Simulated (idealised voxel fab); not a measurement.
This is a process module. Its name is voxel transistor to metal.
The cross-section shown here is cut; it is 295 nm wide and divided into square cells measuring 5 nm on a side.
Cross-section = grid of square cells, listed top down in bands; band = one or more rows. Read a band's entry like this: the first values are the height of its top and the height of its bottom in nm, and what follows is the sequence of materials from left to right, each with its width in nm. Note that "air" is empty space, and that a single material marked "edge to edge" reaches across the band from edge to edge. Height datum 0, below which the as-received substrate wafer is one material. Lowest band open at the bottom, running downward: "0..down". Top row gets the first number, bottom row gets the second, and each row in between changes by the same step: that is how a band width like "30->40" works. Step marked "no modifications"? Then no cell in the cross-section changed in it. The label "Enclosed void list" introduces a list of the empty spaces, 8 cells or larger, that have no open way up to the top; each entry in it reads width x height at distance, where the distance is taken from the left edge and all three are stated in nm. That trailing text on a step's line, after the settings, is the simulator's own remark on the step. If you see "overlay nm" on a step's line and that step has a mask, it's telling you how far right of where it was planned the mask ended up; a negative number means it went left instead.

Below is the list of planned process steps
1) RECEIVE | material Si
2) OXIDIZE | depth nm 5
3) CONFORMAL_DEP | material SiN | thk nm 15
4) DIRECTIONAL_DEP | material aC | thk nm 10
5) PATTERN | tone cover | mask id ACTIVE | material resist | width nm 95 | pitch nm 125 | thk nm 30 | overlay nm 0
6) DIRECTIONAL_ETCH | etch materials aC | depth nm 10
7) STRIP | etch materials resist
8) DIRECTIONAL_ETCH | etch materials SiN | depth nm 15
9) DIRECTIONAL_ETCH | etch materials SiO2 | depth nm 5
10) DIRECTIONAL_ETCH | etch materials Si | depth nm 30
11) STRIP | etch materials aC
12) OXIDIZE | depth nm 5
13) FILL_DEP | material SiO2 | thk nm 10
14) CMP | height nm 15
15) SELECTIVE_ETCH | etch materials SiO2 | depth nm 10
16) STRIP | etch materials SiN
17) SELECTIVE_ETCH | etch materials SiO2 | depth nm 5
18) OXIDIZE | depth nm 5
19) DIRECTIONAL_DEP | material polySi | thk nm 20
20) DIRECTIONAL_DEP | material SiCN | thk nm 10
21) PATTERN | tone cover | mask id GATE | material resist | width nm 15 | pitch nm 125 | thk nm 15 | overlay nm 0
22) DIRECTIONAL_ETCH | etch materials SiCN | depth nm 20
23) DIRECTIONAL_ETCH | etch materials polySi | depth nm 30
24) STRIP | etch materials resist
25) CONFORMAL_DEP | material SiN | thk nm 5
26) DIRECTIONAL_ETCH | etch materials SiN | depth nm 5
27) DIRECTIONAL_ETCH | etch materials SiO2 | depth nm 5
28) DIRECTIONAL_ETCH | etch materials Si | depth nm 10
29) EPI | material SiGe | thk nm 15
30) FILL_DEP | material SiO2 | thk nm 5
31) CMP | height nm 25
32) DIRECTIONAL_DEP | material SiO2 | thk nm 15
33) MASKED_ETCH | tone open | mask id CONTACT | width nm 25 | etch materials SiO2 | depth nm 45 | overlay nm 0
34) CONFORMAL_DEP | material TiN | thk nm 5
35) FILL_DEP | material Ru | thk nm 5
36) CMP | height nm 40
37) DIRECTIONAL_DEP | material TiN | thk nm 5
38) DIRECTIONAL_DEP | material Ru | thk nm 15
39) MASKED_ETCH | tone cover | mask id METAL_1 | width nm 15 | etch materials Ru | depth nm 15 | overlay nm 0
40) MASKED_ETCH | tone cover | mask id METAL_1 | width nm 15 | etch materials TiN | depth nm 5 | overlay nm 0
41) CONFORMAL_DEP | material SiCN | thk nm 5
42) FILL_DEP | material lowk | thk nm 10
43) CMP | height nm 60
44) CONFORMAL_DEP | material SiN | thk nm 5

This is the cross-section of the wafer as we received it, i.e. after step 1
0..down: Si edge to edge
Enclosed void list: none

First of two wafers: cross-section at end of module, run per plan
65..60: SiN edge to edge
60..45: 40 nm lowk, 5 nm SiCN, 15 nm Ru, 5 nm SiCN, 35 nm lowk, 5 nm SiCN, 15 nm Ru, 5 nm SiCN, 40 nm lowk, 5 nm SiCN, 15 nm Ru, 5 nm SiCN, 35 nm lowk, 5 nm SiCN, 15 nm Ru, 5 nm SiCN, 45 nm lowk
45..40: 45 nm SiCN, 15 nm TiN, 45 nm SiCN, 15 nm TiN, 50 nm SiCN, 15 nm TiN, 45 nm SiCN, 15 nm TiN, 50 nm SiCN
40..25: 45 nm SiO2, 5 nm TiN, 15 nm Ru, 5 nm TiN, 25 nm SiO2, 5 nm TiN, 15 nm Ru, 5 nm TiN, 50 nm SiO2, 5 nm TiN, 15 nm Ru, 5 nm TiN, 25 nm SiO2, 5 nm TiN, 15 nm Ru, 5 nm TiN, 50 nm SiO2
25..15: 45 nm SiO2, 5 nm TiN, 15 nm Ru, 5 nm TiN, 5 nm SiN, 15 nm SiCN, 5 nm SiN, 5 nm TiN, 15 nm Ru, 5 nm TiN, 50 nm SiO2, 5 nm TiN, 15 nm Ru, 5 nm TiN, 5 nm SiN, 15 nm SiCN, 5 nm SiN, 5 nm TiN, 15 nm Ru, 5 nm TiN, 50 nm SiO2
15..10: 45 nm SiO2, 5 nm TiN, 15 nm Ru, 5 nm TiN, 5 nm SiN, 15 nm polySi, 5 nm SiN, 5 nm TiN, 15 nm Ru, 5 nm TiN, 50 nm SiO2, 5 nm TiN, 15 nm Ru, 5 nm TiN, 5 nm SiN, 15 nm polySi, 5 nm SiN, 5 nm TiN, 15 nm Ru, 5 nm TiN, 50 nm SiO2
10..5: 45 nm SiO2, 25 nm TiN, 5 nm SiN, 15 nm polySi, 5 nm SiN, 25 nm TiN, 50 nm SiO2, 25 nm TiN, 5 nm SiN, 15 nm polySi, 5 nm SiN, 25 nm TiN, 50 nm SiO2
5..0: 45 nm SiO2, 10 nm TiN, 15 nm SiGe, 5 nm SiN, 15 nm polySi, 5 nm SiN, 15 nm SiGe, 10 nm TiN, 50 nm SiO2, 10 nm TiN, 15 nm SiGe, 5 nm SiN, 15 nm polySi, 5 nm SiN, 15 nm SiGe, 10 nm TiN, 50 nm SiO2
0..-5: 30 nm SiO2, 5 nm SiN, 10 nm SiO2, 10 nm TiN, 15 nm SiGe, 5 nm SiN, 15 nm polySi, 5 nm SiN, 15 nm SiGe, 10 nm TiN, 10 nm SiO2, 5 nm SiN, 20 nm SiO2, 5 nm SiN, 10 nm SiO2, 10 nm TiN, 15 nm SiGe, 5 nm SiN, 15 nm polySi, 5 nm SiN, 15 nm SiGe, 10 nm TiN, 10 nm SiO2, 5 nm SiN, 35 nm SiO2
-5..-10: 35 nm SiO2, 35 nm SiGe, 25 nm SiO2, 35 nm SiGe, 30 nm SiO2, 35 nm SiGe, 25 nm SiO2, 35 nm SiGe, 40 nm SiO2
-10..-20: 40 nm SiO2, 30 nm SiGe, 25 nm Si, 30 nm SiGe, 40 nm SiO2, 30 nm SiGe, 25 nm Si, 30 nm SiGe, 45 nm SiO2
-20..-40: 40 nm SiO2, 85 nm Si, 40 nm SiO2, 85 nm Si, 45 nm SiO2
-40..down: Si edge to edge
Enclosed void list: none

Wafer two (of two), end-of-module cross-section: start = wafer one, plan = wafer one, one run mistake
65..60: SiN edge to edge
60..55: 40 nm lowk, 25 nm SiCN, 35 nm lowk, 25 nm SiCN, 40 nm lowk, 25 nm SiCN, 35 nm lowk, 25 nm SiCN, 45 nm lowk
55..40: 40 nm lowk, 5 nm SiCN, 15 nm Ru, 5 nm SiCN, 35 nm lowk, 5 nm SiCN, 15 nm Ru, 5 nm SiCN, 40 nm lowk, 5 nm SiCN, 15 nm Ru, 5 nm SiCN, 35 nm lowk, 5 nm SiCN, 15 nm Ru, 5 nm SiCN, 45 nm lowk
40..35: 45 nm SiCN, 15 nm TiN, 45 nm SiCN, 15 nm TiN, 50 nm SiCN, 15 nm TiN, 45 nm SiCN, 15 nm TiN, 50 nm SiCN
35..25: 45 nm SiO2, 5 nm TiN, 15 nm Ru, 5 nm TiN, 25 nm SiO2, 5 nm TiN, 15 nm Ru, 5 nm TiN, 50 nm SiO2, 5 nm TiN, 15 nm Ru, 5 nm TiN, 25 nm SiO2, 5 nm TiN, 15 nm Ru, 5 nm TiN, 50 nm SiO2
25..15: 45 nm SiO2, 5 nm TiN, 15 nm Ru, 5 nm TiN, 5 nm SiN, 15 nm SiCN, 5 nm SiN, 5 nm TiN, 15 nm Ru, 5 nm TiN, 50 nm SiO2, 5 nm TiN, 15 nm Ru, 5 nm TiN, 5 nm SiN, 15 nm SiCN, 5 nm SiN, 5 nm TiN, 15 nm Ru, 5 nm TiN, 50 nm SiO2
15..10: 45 nm SiO2, 5 nm TiN, 15 nm Ru, 5 nm TiN, 5 nm SiN, 15 nm polySi, 5 nm SiN, 5 nm TiN, 15 nm Ru, 5 nm TiN, 50 nm SiO2, 5 nm TiN, 15 nm Ru, 5 nm TiN, 5 nm SiN, 15 nm polySi, 5 nm SiN, 5 nm TiN, 15 nm Ru, 5 nm TiN, 50 nm SiO2
10..5: 45 nm SiO2, 25 nm TiN, 5 nm SiN, 15 nm polySi, 5 nm SiN, 25 nm TiN, 50 nm SiO2, 25 nm TiN, 5 nm SiN, 15 nm polySi, 5 nm SiN, 25 nm TiN, 50 nm SiO2
5..0: 45 nm SiO2, 10 nm TiN, 15 nm SiGe, 5 nm SiN, 15 nm polySi, 5 nm SiN, 15 nm SiGe, 10 nm TiN, 50 nm SiO2, 10 nm TiN, 15 nm SiGe, 5 nm SiN, 15 nm polySi, 5 nm SiN, 15 nm SiGe, 10 nm TiN, 50 nm SiO2
0..-5: 30 nm SiO2, 5 nm SiN, 10 nm SiO2, 10 nm TiN, 15 nm SiGe, 5 nm SiN, 15 nm polySi, 5 nm SiN, 15 nm SiGe, 10 nm TiN, 10 nm SiO2, 5 nm SiN, 20 nm SiO2, 5 nm SiN, 10 nm SiO2, 10 nm TiN, 15 nm SiGe, 5 nm SiN, 15 nm polySi, 5 nm SiN, 15 nm SiGe, 10 nm TiN, 10 nm SiO2, 5 nm SiN, 35 nm SiO2
-5..-10: 35 nm SiO2, 35 nm SiGe, 25 nm SiO2, 35 nm SiGe, 30 nm SiO2, 35 nm SiGe, 25 nm SiO2, 35 nm SiGe, 40 nm SiO2
-10..-20: 40 nm SiO2, 30 nm SiGe, 25 nm Si, 30 nm SiGe, 40 nm SiO2, 30 nm SiGe, 25 nm Si, 30 nm SiGe, 45 nm SiO2
-20..-40: 40 nm SiO2, 85 nm Si, 40 nm SiO2, 85 nm Si, 45 nm SiO2
-40..down: Si edge to edge
Enclosed void list: none
What broke from the plan during processing? heads up, step 36 didn't go per plan, it actually ran as CMP | height nm 35
Once processing is complete, comparing cell counts shows that the second wafer has more or fewer of certain materials than the first: 12 fewer of Ru, 20 more of SiCN, 39 fewer of SiO2, 8 fewer of TiN, 39 more of lowk
